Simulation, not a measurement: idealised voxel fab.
Name of the process module below: voxel self aligned contacts
The cross-section on display is named cut; it measures 240 nm wide, and its cells are 5 nm squares.
Each cross-section below is a grid of square cells, stated as bands in top-down order, with one or more rows of cells making up each band.
Each band's line starts with the height of the band's top and of its bottom, in nm. Then come its materials from left to right, each with its width in nm. One material with "throughout" fills the band from edge to edge. "air" is empty space.
Zero point of the height axis is 0; under it, received wafer = one material. Lowest band: continues down indefinitely, "0..down".
A two-number width, for instance "30 to 40", indicates that the width is equal to the first number in the top row of the band and to the second number in the bottom row, and that it changes by a constant amount per row of cells.
"remained the same" after a step means that no cell of the cross-section changed.
In "Listed closed voids" the enclosed voids are listed, meaning empty spaces of 8 cells or larger without any opening to the top. The form is width x height at distance, distance from the left edge, units nm.
Text after the settings on a step's line: the simulator's own remark on that step.
overlay nm: mask offset rightward from planned place, masked step; negative means leftward offset.

Process steps - plan:
- 1: RECEIVE | material Si
- 2: OXIDIZE | depth nm 5
- 3: DIRECTIONAL_DEP | material polySi | thk nm 30
- 4: DIRECTIONAL_DEP | material SiN | thk nm 20
- 5: PATTERN | tone cover | mask id GATE | material resist | width nm 35 | pitch nm 70 | thk nm 15 | overlay nm 0
- 6: DIRECTIONAL_ETCH | etch materials SiN | depth nm 20
- 7: DIRECTIONAL_ETCH | etch materials polySi | depth nm 30
- 8: STRIP | etch materials resist
- 9: CONFORMAL_DEP | material SiN | thk nm 10
- 10: DIRECTIONAL_ETCH | etch materials SiN | depth nm 10
- 11: FILL_DEP | material SiO2 | thk nm 15
- 12: CMP | height nm 60
- 13: DIRECTIONAL_DEP | material aC | thk nm 10
- 14: PATTERN | tone open | mask id CONTACT | material resist | width nm 55 | pitch nm 70 | thk nm 30 | overlay nm 0
- 15: DIRECTIONAL_ETCH | etch materials aC | depth nm 10
- 16: STRIP | etch materials resist
- 17: DIRECTIONAL_ETCH | etch materials SiO2 | depth nm 65
- 18: STRIP | etch materials aC
- 19: CONFORMAL_DEP | material TiN | thk nm 5
- 20: FILL_DEP | material W | thk nm 5
- 21: CMP | height nm 60
- 22: CONFORMAL_DEP | material SiCN | thk nm 5

Run as planned: first of two wafers:

Received-state cross-section, reflecting completion of step 1:
0..down | Si throughout
Listed closed voids: none

Cross-section through the wafer, step 2 finished:
0..-5 | SiO2 throughout
below -5: unchanged

Cross-section through the wafer, step 3 finished:
30..0 | polySi throughout
below 0: unchanged

Cross-section through the wafer, step 4 finished:
50..30 | SiN throughout
below 30: unchanged

Cross-section through the wafer, step 5 finished:
65..50 | 30 of air | 35 of resist | 35 of air | 35 of resist | 35 of air | 35 of resist | 35 of air
below 50: unchanged

Cross-section through the wafer, step 6 finished:
65..50 | 30 of air | 35 of resist | 35 of air | 35 of resist | 35 of air | 35 of resist | 35 of air
50..30 | 30 of air | 35 of SiN | 35 of air | 35 of SiN | 35 of air | 35 of SiN | 35 of air
below 30: unchanged

Cross-section through the wafer, step 7 finished:
65..50 | 30 of air | 35 of resist | 35 of air | 35 of resist | 35 of air | 35 of resist | 35 of air
50..30 | 30 of air | 35 of SiN | 35 of air | 35 of SiN | 35 of air | 35 of SiN | 35 of air
30..0 | 30 of air | 35 of polySi | 35 of air | 35 of polySi | 35 of air | 35 of polySi | 35 of air
below 0: unchanged

Cross-section through the wafer, step 8 finished:
50..30 | 30 of air | 35 of SiN | 35 of air | 35 of SiN | 35 of air | 35 of SiN | 35 of air
below 30: unchanged

Cross-section through the wafer, step 9 finished:
60..30 | 20 of air | 55 of SiN | 15 of air | 55 of SiN | 15 of air | 55 of SiN | 25 of air
30..10 | 20 of air | 10 of SiN | 35 of polySi | 10 of SiN | 15 of air | 10 of SiN | 35 of polySi | 10 of SiN | 15 of air | 10 of SiN | 35 of polySi | 10 of SiN | 25 of air
10..0 | 30 of SiN | 35 of polySi | 35 of SiN | 35 of polySi | 35 of SiN | 35 of polySi | 35 of SiN
below 0: unchanged

Cross-section through the wafer, step 10 finished:
50..30 | 20 of air | 55 of SiN | 15 of air | 55 of SiN | 15 of air | 55 of SiN | 25 of air
30..0 | 20 of air | 10 of SiN | 35 of polySi | 10 of SiN | 15 of air | 10 of SiN | 35 of polySi | 10 of SiN | 15 of air | 10 of SiN | 35 of polySi | 10 of SiN | 25 of air
below 0: unchanged

Cross-section through the wafer, step 11 finished:
65..50 | SiO2 throughout
50..30 | 20 of SiO2 | 55 of SiN | 15 of SiO2 | 55 of SiN | 15 of SiO2 | 55 of SiN | 25 of SiO2
30..0 | 20 of SiO2 | 10 of SiN | 35 of polySi | 10 of SiN | 15 of SiO2 | 10 of SiN | 35 of polySi | 10 of SiN | 15 of SiO2 | 10 of SiN | 35 of polySi | 10 of SiN | 25 of SiO2
below 0: unchanged

Cross-section through the wafer, step 12 finished:
60..50 | SiO2 throughout
below 50: unchanged

Cross-section through the wafer, step 13 finished:
70..60 | aC throughout
below 60: unchanged

Cross-section through the wafer, step 14 finished:
100..70 | 55 of resist | 55 of air | 15 of resist | 55 of air | 60 of resist
below 70: unchanged

Cross-section through the wafer, step 15 finished:
90..70 | 55 of resist | 55 of air | 15 of resist | 55 of air | 60 of resist
70..60 | 55 of aC | 55 of air | 15 of aC | 55 of air | 60 of aC
below 60: unchanged

Cross-section through the wafer, step 16 finished:
70..60 | 55 of aC | 55 of air | 15 of aC | 55 of air | 60 of aC
below 60: unchanged

Cross-section through the wafer, step 17 finished:
70..60 | 55 of aC | 55 of air | 15 of aC | 55 of air | 60 of aC
60..50 | 55 of SiO2 | 55 of air | 15 of SiO2 | 55 of air | 60 of SiO2
50..30 | 20 of SiO2 | 55 of SiN | 15 of air | 55 of SiN | 15 of air | 55 of SiN | 25 of SiO2
30..0 | 20 of SiO2 | 10 of SiN | 35 of polySi | 10 of SiN | 15 of air | 10 of SiN | 35 of polySi | 10 of SiN | 15 of air | 10 of SiN | 35 of polySi | 10 of SiN | 25 of SiO2
0..-5 | 75 of SiO2 | 15 of air | 55 of SiO2 | 15 of air | 80 of SiO2
below -5: unchanged

Cross-section through the wafer, step 18 finished:
60..50 | 55 of SiO2 | 55 of air | 15 of SiO2 | 55 of air | 60 of SiO2
below 50: unchanged

Cross-section through the wafer, step 19 finished:
65..60 | 60 of TiN | 45 of air | 25 of TiN | 45 of air | 65 of TiN
60..50 | 55 of SiO2 | 5 to 25 of TiN | 45 to 5 of air | 5 to 25 of TiN | 15 of SiO2 | 5 to 25 of TiN | 45 to 5 of air | 5 to 25 of TiN | 60 of SiO2
50..30 | 20 of SiO2 | 55 of SiN | 5 of TiN | 5 of air | 5 of TiN | 55 of SiN | 5 of TiN | 5 of air | 5 of TiN | 55 of SiN | 25 of SiO2
30..0 | 20 of SiO2 | 10 of SiN | 35 of polySi | 10 of SiN | 5 of TiN | 5 of air | 5 of TiN | 10 of SiN | 35 of polySi | 10 of SiN | 5 of TiN | 5 of air | 5 of TiN | 10 of SiN | 35 of polySi | 10 of SiN | 25 of SiO2
0..-5 | 75 of SiO2 | 15 of TiN | 55 of SiO2 | 15 of TiN | 80 of SiO2
below -5: unchanged

Cross-section through the wafer, step 20 finished:
70..65 | W throughout
65..60 | 60 of TiN | 45 of W | 25 of TiN | 45 of W | 65 of TiN
60..50 | 55 of SiO2 | 5 to 25 of TiN | 45 to 5 of W | 5 to 25 of TiN | 15 of SiO2 | 5 to 25 of TiN | 45 to 5 of W | 5 to 25 of TiN | 60 of SiO2
50..30 | 20 of SiO2 | 55 of SiN | 5 of TiN | 5 of W | 5 of TiN | 55 of SiN | 5 of TiN | 5 of W | 5 of TiN | 55 of SiN | 25 of SiO2
30..0 | 20 of SiO2 | 10 of SiN | 35 of polySi | 10 of SiN | 5 of TiN | 5 of W | 5 of TiN | 10 of SiN | 35 of polySi | 10 of SiN | 5 of TiN | 5 of W | 5 of TiN | 10 of SiN | 35 of polySi | 10 of SiN | 25 of SiO2
below 0: unchanged

Cross-section through the wafer, step 21 finished:
60..50 | 55 of SiO2 | 5 to 25 of TiN | 45 to 5 of W | 5 to 25 of TiN | 15 of SiO2 | 5 to 25 of TiN | 45 to 5 of W | 5 to 25 of TiN | 60 of SiO2
below 50: unchanged

Cross-section through the wafer, step 22 finished:
65..60 | SiCN throughout
below 60: unchanged

The remaining wafer, second of the two, started like the first and was run to the same plan, except that one mistake was made along the way; the two coincide through step 13, inclusive:

Second wafer, cut view, end of step 14 per plan:
100..70 | 65 of resist | 55 of air | 15 of resist | 55 of air | 50 of resist
below 70: unchanged

Second wafer, cut view, end of step 15 per plan:
90..70 | 65 of resist | 55 of air | 15 of resist | 55 of air | 50 of resist
70..60 | 65 of aC | 55 of air | 15 of aC | 55 of air | 50 of aC
below 60: unchanged

Second wafer, cut view, end of step 16 per plan:
70..60 | 65 of aC | 55 of air | 15 of aC | 55 of air | 50 of aC
below 60: unchanged

Second wafer, cut view, end of step 17 per plan:
70..60 | 65 of aC | 55 of air | 15 of aC | 55 of air | 50 of aC
60..50 | 65 of SiO2 | 55 of air | 15 of SiO2 | 55 of air | 50 of SiO2
50..30 | 20 of SiO2 | 55 of SiN | 15 of air | 55 of SiN | 15 of air | 55 of SiN | 25 of SiO2
30..0 | 20 of SiO2 | 10 of SiN | 35 of polySi | 10 of SiN | 15 of air | 10 of SiN | 35 of polySi | 10 of SiN | 15 of air | 10 of SiN | 35 of polySi | 10 of SiN | 25 of SiO2
0..-5 | 75 of SiO2 | 15 of air | 55 of SiO2 | 15 of air | 80 of SiO2
below -5: unchanged

Second wafer, cut view, end of step 18 per plan:
60..50 | 65 of SiO2 | 55 of air | 15 of SiO2 | 55 of air | 50 of SiO2
below 50: unchanged

Second wafer, cut view, end of step 19 per plan:
65..60 | 70 of TiN | 45 of air | 25 of TiN | 45 of air | 55 of TiN
60..50 | 65 of SiO2 | 5 to 15 of TiN | 45 to 5 of air | 5 to 35 of TiN | 15 of SiO2 | 5 to 15 of TiN | 45 to 5 of air | 5 to 35 of TiN | 50 of SiO2
50..30 | 20 of SiO2 | 55 of SiN | 5 of TiN | 5 of air | 5 of TiN | 55 of SiN | 5 of TiN | 5 of air | 5 of TiN | 55 of SiN | 25 of SiO2
30..0 | 20 of SiO2 | 10 of SiN | 35 of polySi | 10 of SiN | 5 of TiN | 5 of air | 5 of TiN | 10 of SiN | 35 of polySi | 10 of SiN | 5 of TiN | 5 of air | 5 of TiN | 10 of SiN | 35 of polySi | 10 of SiN | 25 of SiO2
0..-5 | 75 of SiO2 | 15 of TiN | 55 of SiO2 | 15 of TiN | 80 of SiO2
below -5: unchanged

Second wafer, cut view, end of step 20 per plan:
70..65 | W throughout
65..60 | 70 of TiN | 45 of W | 25 of TiN | 45 of W | 55 of TiN
60..50 | 65 of SiO2 | 5 to 15 of TiN | 45 to 5 of W | 5 to 35 of TiN | 15 of SiO2 | 5 to 15 of TiN | 45 to 5 of W | 5 to 35 of TiN | 50 of SiO2
50..30 | 20 of SiO2 | 55 of SiN | 5 of TiN | 5 of W | 5 of TiN | 55 of SiN | 5 of TiN | 5 of W | 5 of TiN | 55 of SiN | 25 of SiO2
30..0 | 20 of SiO2 | 10 of SiN | 35 of polySi | 10 of SiN | 5 of TiN | 5 of W | 5 of TiN | 10 of SiN | 35 of polySi | 10 of SiN | 5 of TiN | 5 of W | 5 of TiN | 10 of SiN | 35 of polySi | 10 of SiN | 25 of SiO2
below 0: unchanged

Second wafer, cut view, end of step 21 per plan:
60..50 | 65 of SiO2 | 5 to 15 of TiN | 45 to 5 of W | 5 to 35 of TiN | 15 of SiO2 | 5 to 15 of TiN | 45 to 5 of W | 5 to 35 of TiN | 50 of SiO2
below 50: unchanged

Second wafer, cut view, end of step 22 per plan:
65..60 | SiCN throughout
below 60: unchanged
What was done differently from what was planned? step 14 did not happen as planned, as run it was PATTERN | tone open | mask id CONTACT | material resist | width nm 55 | pitch nm 70 | thk nm 30 | overlay nm 10
Heads up: at the end the two wafers have identical cell counts per material, they're just laid out differently.
